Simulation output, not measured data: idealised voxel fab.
process module | voxel wiring stack
In the cross-section labelled cut, the width is 285 nm and each square cell is 5 nm.
Format of a cross-section: grid, square cells. Given as bands. Order: top down. Band: one or more rows of cells.
Each band's line starts with the height of the band's top and of its bottom, in nm. Then come its materials from left to right, each with its width in nm. One material with "throughout" fills the band from edge to edge. "air" is empty space.
Height reference: 0 = level under which incoming wafer is all one material. Lowest band: no bottom, runs on downward, e.g. "0 down".
With a width like "30..40", each row of cells in the band differs from the next by the same amount, the top row carrying the first number and the bottom row the second.
For the purposes of this document, the phrase "changes: none" attached to a step denotes that no cell within the cross-section was modified by that step.
Empty spaces counting at least 8 cells and having no open way to the top are listed in "Cavities, sealed". The notation width x height at distance is used for each, the distance being from the left edge and all three values in nm.
Post-settings text on a step line: simulator's own remark regarding the step.
"overlay nm" on a masked step: distance the mask lay right of its planned place, negative for left.

-- The steps planned for the process are as follows
1: RECEIVE with material Si
2: CONFORMAL_DEP with material SiO2, thk nm 15
3: CONFORMAL_DEP with material SiCN, thk nm 5
4: DIRECTIONAL_DEP with material SiO2, thk nm 25
5: PATTERN with tone open, mask id METAL_1, material resist, width nm 25, pitch nm 45, thk nm 20, overlay nm 0
6: DIRECTIONAL_ETCH with etch materials SiO2, depth nm 25
7: DIRECTIONAL_ETCH with etch materials SiCN, depth nm 5
8: STRIP with etch materials resist
9: CONFORMAL_DEP with material TiN, thk nm 5
10: FILL_DEP with material Cu, thk nm 10
11: CMP with height nm 45
12: CONFORMAL_DEP with material SiCN, thk nm 5
13: DIRECTIONAL_DEP with material lowk, thk nm 35
14: PATTERN with tone open, mask id METAL_2, material resist, width nm 25, pitch nm 45, thk nm 15, overlay nm 0
15: DIRECTIONAL_ETCH with etch materials lowk, depth nm 20
16: STRIP with etch materials resist
17: MASKED_ETCH with tone open, mask id METAL_2_HOLES, width nm 15, etch materials lowk, depth nm 15, overlay nm 0
18: MASKED_ETCH with tone open, mask id METAL_2_HOLES, width nm 15, etch materials SiCN, depth nm 5, overlay nm 0
19: CONFORMAL_DEP with material TiN, thk nm 5
20: FILL_DEP with material Ru, thk nm 10
21: CMP with height nm 85
22: CONFORMAL_DEP with material SiN, thk nm 5

-- The first wafer of two, processed as planned

-- Wafer cross-section on receipt, i.e. after step 1
> 0 down | Si throughout
> Cavities, sealed: none

-- Cross-section of the wafer subsequent to step 2
> 15 to 0 | SiO2 throughout
> Beneath the level 0, the cross-section is identical to its previous state.

-- Cross-section of the wafer subsequent to step 3
> 20 to 15 | SiCN throughout
> Beneath the level 15, the cross-section is identical to its previous state.

-- Cross-section of the wafer subsequent to step 4
> 45 to 20 | SiO2 throughout
> Beneath the level 20, the cross-section is identical to its previous state.

-- Cross-section of the wafer subsequent to step 5
> 65 to 45 | resist (105) / air (25) / resist (20) / air (25) / resist (110)
> Beneath the level 45, the cross-section is identical to its previous state.

-- Cross-section of the wafer subsequent to step 6
> 65 to 45 | resist (105) / air (25) / resist (20) / air (25) / resist (110)
> 45 to 20 | SiO2 (105) / air (25) / SiO2 (20) / air (25) / SiO2 (110)
> Beneath the level 20, the cross-section is identical to its previous state.

-- Cross-section of the wafer subsequent to step 7
> 65 to 45 | resist (105) / air (25) / resist (20) / air (25) / resist (110)
> 45 to 20 | SiO2 (105) / air (25) / SiO2 (20) / air (25) / SiO2 (110)
> 20 to 15 | SiCN (105) / air (25) / SiCN (20) / air (25) / SiCN (110)
> Beneath the level 15, the cross-section is identical to its previous state.

-- Cross-section of the wafer subsequent to step 8
> 45 to 20 | SiO2 (105) / air (25) / SiO2 (20) / air (25) / SiO2 (110)
> Beneath the level 20, the cross-section is identical to its previous state.

-- Cross-section of the wafer subsequent to step 9
> 50 to 45 | TiN (110) / air (15) / TiN (30) / air (15) / TiN (115)
> 45 to 20 | SiO2 (105) / TiN (5) / air (15) / TiN (5) / SiO2 (20) / TiN (5) / air (15) / TiN (5) / SiO2 (110)
> 20 to 15 | SiCN (105) / TiN (25) / SiCN (20) / TiN (25) / SiCN (110)
> Beneath the level 15, the cross-section is identical to its previous state.

-- Cross-section of the wafer subsequent to step 10
> 60 to 50 | Cu throughout
> 50 to 45 | TiN (110) / Cu (15) / TiN (30) / Cu (15) / TiN (115)
> 45 to 20 | SiO2 (105) / TiN (5) / Cu (15) / TiN (5) / SiO2 (20) / TiN (5) / Cu (15) / TiN (5) / SiO2 (110)
> Beneath the level 20, the cross-section is identical to its previous state.

-- Cross-section of the wafer subsequent to step 11
> 45 to 20 | SiO2 (105) / TiN (5) / Cu (15) / TiN (5) / SiO2 (20) / TiN (5) / Cu (15) / TiN (5) / SiO2 (110)
> Beneath the level 20, the cross-section is identical to its previous state.

-- Cross-section of the wafer subsequent to step 12
> 50 to 45 | SiCN throughout
> Beneath the level 45, the cross-section is identical to its previous state.

-- Cross-section of the wafer subsequent to step 13
> 85 to 50 | lowk throughout
> Beneath the level 50, the cross-section is identical to its previous state.

-- Cross-section of the wafer subsequent to step 14
> 100 to 85 | resist (105) / air (25) / resist (20) / air (25) / resist (110)
> Beneath the level 85, the cross-section is identical to its previous state.

-- Cross-section of the wafer subsequent to step 15
> 100 to 85 | resist (105) / air (25) / resist (20) / air (25) / resist (110)
> 85 to 65 | lowk (105) / air (25) / lowk (20) / air (25) / lowk (110)
> Beneath the level 65, the cross-section is identical to its previous state.

-- Cross-section of the wafer subsequent to step 16
> 85 to 65 | lowk (105) / air (25) / lowk (20) / air (25) / lowk (110)
> Beneath the level 65, the cross-section is identical to its previous state.

-- Cross-section of the wafer subsequent to step 17
> 85 to 65 | lowk (105) / air (25) / lowk (20) / air (25) / lowk (110)
> 65 to 50 | lowk (105) / air (15) / lowk (165)
> Beneath the level 50, the cross-section is identical to its previous state.

-- Cross-section of the wafer subsequent to step 18
> 85 to 65 | lowk (105) / air (25) / lowk (20) / air (25) / lowk (110)
> 65 to 50 | lowk (105) / air (15) / lowk (165)
> 50 to 45 | SiCN (105) / air (15) / SiCN (165)
> Beneath the level 45, the cross-section is identical to its previous state.

-- Cross-section of the wafer subsequent to step 19
> 90 to 85 | TiN (110) / air (15) / TiN (30) / air (15) / TiN (115)
> 85 to 70 | lowk (105) / TiN (5) / air (15) / TiN (5) / lowk (20) / TiN (5) / air (15) / TiN (5) / lowk (110)
> 70 to 65 | lowk (105) / TiN (5) / air (5) / TiN (15) / lowk (20) / TiN (25) / lowk (110)
> 65 to 50 | lowk (105) / TiN (5) / air (5) / TiN (5) / lowk (165)
> 50 to 45 | SiCN (105) / TiN (15) / SiCN (165)
> Beneath the level 45, the cross-section is identical to its previous state.

-- Cross-section of the wafer subsequent to step 20
> 100 to 90 | Ru throughout
> 90 to 85 | TiN (110) / Ru (15) / TiN (30) / Ru (15) / TiN (115)
> 85 to 70 | lowk (105) / TiN (5) / Ru (15) / TiN (5) / lowk (20) / TiN (5) / Ru (15) / TiN (5) / lowk (110)
> 70 to 65 | lowk (105) / TiN (5) / Ru (5) / TiN (15) / lowk (20) / TiN (25) / lowk (110)
> 65 to 50 | lowk (105) / TiN (5) / Ru (5) / TiN (5) / lowk (165)
> Beneath the level 50, the cross-section is identical to its previous state.

-- Cross-section of the wafer subsequent to step 21
> 85 to 70 | lowk (105) / TiN (5) / Ru (15) / TiN (5) / lowk (20) / TiN (5) / Ru (15) / TiN (5) / lowk (110)
> Beneath the level 70, the cross-section is identical to its previous state.

-- Cross-section of the wafer subsequent to step 22
> 90 to 85 | SiN throughout
> Beneath the level 85, the cross-section is identical to its previous state.

-- Wafer two of two - same starting point, same process plan, one mistake in execution; matches wafer one up to and including step 20

-- Cross-section: second wafer, time at which step 21 was scheduled to end
> 95 to 90 | Ru throughout
> Beneath the level 90, the cross-section is identical to its previous state.

-- Cross-section: second wafer, time at which step 22 was scheduled to end
> 100 to 95 | SiN throughout
> Beneath the level 95, the cross-section is identical to its previous state.
Diagnosis: step 21 was processed under conditions differing from the plan, specifically as CMP with height nm 95
Final cells, second wafer relative to first, materials higher or lower: Ru +63; TiN +51
